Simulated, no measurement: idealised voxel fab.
Process module name: voxel wiring stack
The width of the displayed cross-section, cut, is 155 nm; its cells are square, with a size of 5 nm.
We lay out every cross-section as a grid of square cells and spell it out in bands from the top down, where one band means one or more rows of cells. Heights first: top, then bottom, in nm. Then materials, left to right, each with a width in nm. "throughout" on a single material: fills the band edge to edge. "blank": empty space. Counting heights begins at 0, where everything beneath is, in the wafer as received, one material. The lowest band has no bottom; it goes on downwards, as "z 0 and below" shows. Read "30..40" as a graded width: first number on top, second number at the bottom, same change between each pair of neighbouring rows. The designation "remained the same", where it is given for a processing step, indicates that no cell of the cross-section was altered in the course of that step. Each empty space that has no open way to the top and spans at least 8 cells appears under "Sealed void inventory" as width x height at distance, the distance counted from the left edge, all in nm. Heads up: the bit after the settings on a step's line is the simulator's remark on that step. overlay nm: mask right of planned place by this much (step with mask). Neg. = left.
### This section lists the process steps that were planned
1. RECEIVE: material Si
2. CONFORMAL_DEP: material SiO2, thk nm 10
3. CONFORMAL_DEP: material SiN, thk nm 5
4. DIRECTIONAL_DEP: material SiO2, thk nm 15
5. MASKED_ETCH: tone open, mask id METAL_1, width nm 20, pitch nm 60, etch materials SiO2, depth nm 15, overlay nm 0
6. MASKED_ETCH: tone open, mask id METAL_1, width nm 30, pitch nm 60, etch materials SiN, depth nm 5, overlay nm 0
7. CONFORMAL_DEP: material TiN, thk nm 5
8. FILL_DEP: material Ru, thk nm 10
9. CMP: height nm 30
10. CONFORMAL_DEP: material SiCN, thk nm 5
11. DIRECTIONAL_DEP: material lowk, thk nm 15
12. DIRECTIONAL_DEP: material aC, thk nm 10
13. PATTERN: tone open, mask id PLUG_1, material resist, width nm 15, thk nm 30, overlay nm 0
14. DIRECTIONAL_ETCH: etch materials aC, depth nm 10
15. STRIP: etch materials resist
16. DIRECTIONAL_ETCH: etch materials lowk, depth nm 15
17. DIRECTIONAL_ETCH: etch materials SiCN, depth nm 5
18. STRIP: etch materials aC
19. CONFORMAL_DEP: material TiN, thk nm 5
20. FILL_DEP: material Cu, thk nm 5
21. CMP: height nm 50
22. DIRECTIONAL_DEP: material TiN, thk nm 5
23. DIRECTIONAL_DEP: material W, thk nm 25
24. PATTERN: tone cover, mask id METAL_2, material resist, width nm 30, pitch nm 60, thk nm 20, overlay nm 0
25. DIRECTIONAL_ETCH: etch materials W, depth nm 25
26. DIRECTIONAL_ETCH: etch materials TiN, depth nm 5
27. STRIP: etch materials resist
28. FILL_DEP: material lowk, thk nm 10
29. CMP: height nm 80
30. CONFORMAL_DEP: material SiCN, thk nm 5
31. DIRECTIONAL_DEP: material SiO2, thk nm 30
32. MASKED_ETCH: tone open, mask id METAL_3_HOLES, width nm 15, etch materials SiO2, depth nm 30, overlay nm 0
33. MASKED_ETCH: tone open, mask id METAL_3, width nm 30, pitch nm 60, etch materials SiO2, depth nm 20, overlay nm 0
34. MASKED_ETCH: tone open, mask id METAL_3, width nm 30, pitch nm 60, etch materials SiCN, depth nm 5, overlay nm 0
35. CONFORMAL_DEP: material TiN, thk nm 5
36. FILL_DEP: material Ru, thk nm 10
37. CMP: height nm 115
38. CONFORMAL_DEP: material SiCN, thk nm 5
39. DIRECTIONAL_DEP: material lowk, thk nm 10
40. PATTERN: tone open, mask id PLUG_3, material resist, width nm 15, pitch nm 60, thk nm 15, overlay nm 0
41. DIRECTIONAL_ETCH: etch materials lowk, depth nm 10
42. DIRECTIONAL_ETCH: etch materials SiCN, depth nm 5
43. STRIP: etch materials resist
44. EPI: material Ru, thk nm 10
45. EPI: material Ru, thk nm 5
46. CONFORMAL_DEP: material SiCN, thk nm 5
47. DIRECTIONAL_DEP: material lowk, thk nm 20
48. PATTERN: tone open, mask id METAL_4, material resist, width nm 30, pitch nm 60, thk nm 15, overlay nm 0
49. DIRECTIONAL_ETCH: etch materials lowk, depth nm 20
50. DIRECTIONAL_ETCH: etch materials SiCN, depth nm 5
51. STRIP: etch materials resist
52. CONFORMAL_DEP: material TiN, thk nm 5
53. FILL_DEP: material Cu, thk nm 5
54. CMP: height nm 155
55. CONFORMAL_DEP: material SiCN, thk nm 5
The plan's step 5 width nm is the first wafer's value; the wafers differ in this setting and start identical.
### As-received cross-section, first of several wafers, post step 1
z 0 and below | Si throughout
Sealed void inventory: none
### Here is the cross-section of the first of several wafers at the end of the module, after its last step, step 55
z 160 to 155 | SiCN throughout
z 155 to 135 | lowk 30 nm / TiN 5 nm / Cu 20 nm / TiN 5 nm / lowk 30 nm / TiN 5 nm / Cu 20 nm / TiN 5 nm / lowk 35 nm
z 135 to 130 | SiCN 30 nm / TiN 30 nm / SiCN 30 nm / TiN 30 nm / SiCN 35 nm
z 130 to 120 | lowk 30 nm / Ru 15 nm / lowk 45 nm / Ru 15 nm / lowk 50 nm
z 120 to 115 | SiCN 30 nm / Ru 15 nm / SiCN 45 nm / Ru 15 nm / SiCN 50 nm
z 115 to 100 | SiO2 30 nm / TiN 5 nm / Ru 20 nm / TiN 5 nm / SiO2 30 nm / TiN 5 nm / Ru 20 nm / TiN 5 nm / SiO2 35 nm
z 100 to 95 | SiO2 30 nm / TiN 5 nm / Ru 5 nm / TiN 20 nm / SiO2 30 nm / TiN 30 nm / SiO2 35 nm
z 95 to 85 | SiO2 30 nm / TiN 5 nm / Ru 5 nm / TiN 5 nm / SiO2 110 nm
z 85 to 80 | SiCN 30 nm / TiN 15 nm / SiCN 110 nm
z 80 to 55 | lowk 30 nm / W 30 nm / lowk 30 nm / W 30 nm / lowk 35 nm
z 55 to 50 | lowk 30 nm / TiN 30 nm / lowk 30 nm / TiN 30 nm / lowk 35 nm
z 50 to 35 | lowk 30 nm / TiN 5 nm / Cu 5 nm / TiN 5 nm / lowk 110 nm
z 35 to 30 | SiCN 30 nm / TiN 15 nm / SiCN 110 nm
z 30 to 15 | SiO2 35 nm / TiN 5 nm / Ru 10 nm / TiN 5 nm / SiO2 40 nm / TiN 5 nm / Ru 10 nm / TiN 5 nm / SiO2 40 nm
z 15 to 10 | SiN 35 nm / TiN 20 nm / SiN 40 nm / TiN 20 nm / SiN 40 nm
z 10 to 0 | SiO2 throughout
z 0 and below | Si throughout
Sealed void inventory: none
### Cross-section, module end, final of several wafers
z 160 to 155 | SiCN throughout
z 155 to 135 | lowk 30 nm / TiN 5 nm / Cu 20 nm / TiN 5 nm / lowk 30 nm / TiN 5 nm / Cu 20 nm / TiN 5 nm / lowk 35 nm
z 135 to 130 | SiCN 30 nm / TiN 30 nm / SiCN 30 nm / TiN 30 nm / SiCN 35 nm
z 130 to 120 | lowk 30 nm / Ru 15 nm / lowk 45 nm / Ru 15 nm / lowk 50 nm
z 120 to 115 | SiCN 30 nm / Ru 15 nm / SiCN 45 nm / Ru 15 nm / SiCN 50 nm
z 115 to 100 | SiO2 30 nm / TiN 5 nm / Ru 20 nm / TiN 5 nm / SiO2 30 nm / TiN 5 nm / Ru 20 nm / TiN 5 nm / SiO2 35 nm
z 100 to 95 | SiO2 30 nm / TiN 5 nm / Ru 5 nm / TiN 20 nm / SiO2 30 nm / TiN 30 nm / SiO2 35 nm
z 95 to 85 | SiO2 30 nm / TiN 5 nm / Ru 5 nm / TiN 5 nm / SiO2 110 nm
z 85 to 80 | SiCN 30 nm / TiN 15 nm / SiCN 110 nm
z 80 to 55 | lowk 30 nm / W 30 nm / lowk 30 nm / W 30 nm / lowk 35 nm
z 55 to 50 | lowk 30 nm / TiN 30 nm / lowk 30 nm / TiN 30 nm / lowk 35 nm
z 50 to 35 | lowk 30 nm / TiN 5 nm / Cu 5 nm / TiN 5 nm / lowk 110 nm
z 35 to 30 | SiCN 30 nm / TiN 15 nm / SiCN 110 nm
z 30 to 20 | SiO2 25 nm / TiN 5 nm / Ru 35 nm / TiN 5 nm / SiO2 15 nm / TiN 5 nm / Ru 35 nm / TiN 5 nm / SiO2 25 nm
z 20 to 15 | SiO2 25 nm / TiN 10 nm / Ru 20 nm / TiN 15 nm / SiO2 15 nm / TiN 10 nm / Ru 20 nm / TiN 15 nm / SiO2 25 nm
z 15 to 10 | SiN 30 nm / TiN 30 nm / SiN 30 nm / TiN 30 nm / SiN 35 nm
z 10 to 0 | SiO2 throughout
z 0 and below | Si throughout
Sealed void inventory: none
### Quick key for the table: a row per wafer, taken at the end of the module. For each material it tells you how many cells the wafer gained (+) or lost (-) since it came in, and the closed voids come after
width nm 20 | +35 Cu | +57 Ru | +131 SiCN | +23 SiN | +263 SiO2 | +99 TiN | +60 W | +324 lowk | Sealed void inventory: none
width nm 25 | +35 Cu | +63 Ru | +131 SiCN | +21 SiN | +257 SiO2 | +101 TiN | +60 W | +324 lowk | Sealed void inventory: none
width nm 30 | +35 Cu | +69 Ru | +131 SiCN | +19 SiN | +251 SiO2 | +103 TiN | +60 W | +324 lowk | Sealed void inventory: none
width nm 35 | +35 Cu | +73 Ru | +131 SiCN | +19 SiN | +245 SiO2 | +105 TiN | +60 W | +324 lowk | Sealed void inventory: none
width nm 40 | +35 Cu | +77 Ru | +131 SiCN | +19 SiN | +239 SiO2 | +107 TiN | +60 W | +324 lowk | Sealed void inventory: none
width nm 45 | +35 Cu | +81 Ru | +131 SiCN | +19 SiN | +233 SiO2 | +109 TiN | +60 W | +324 lowk | Sealed void inventory: none
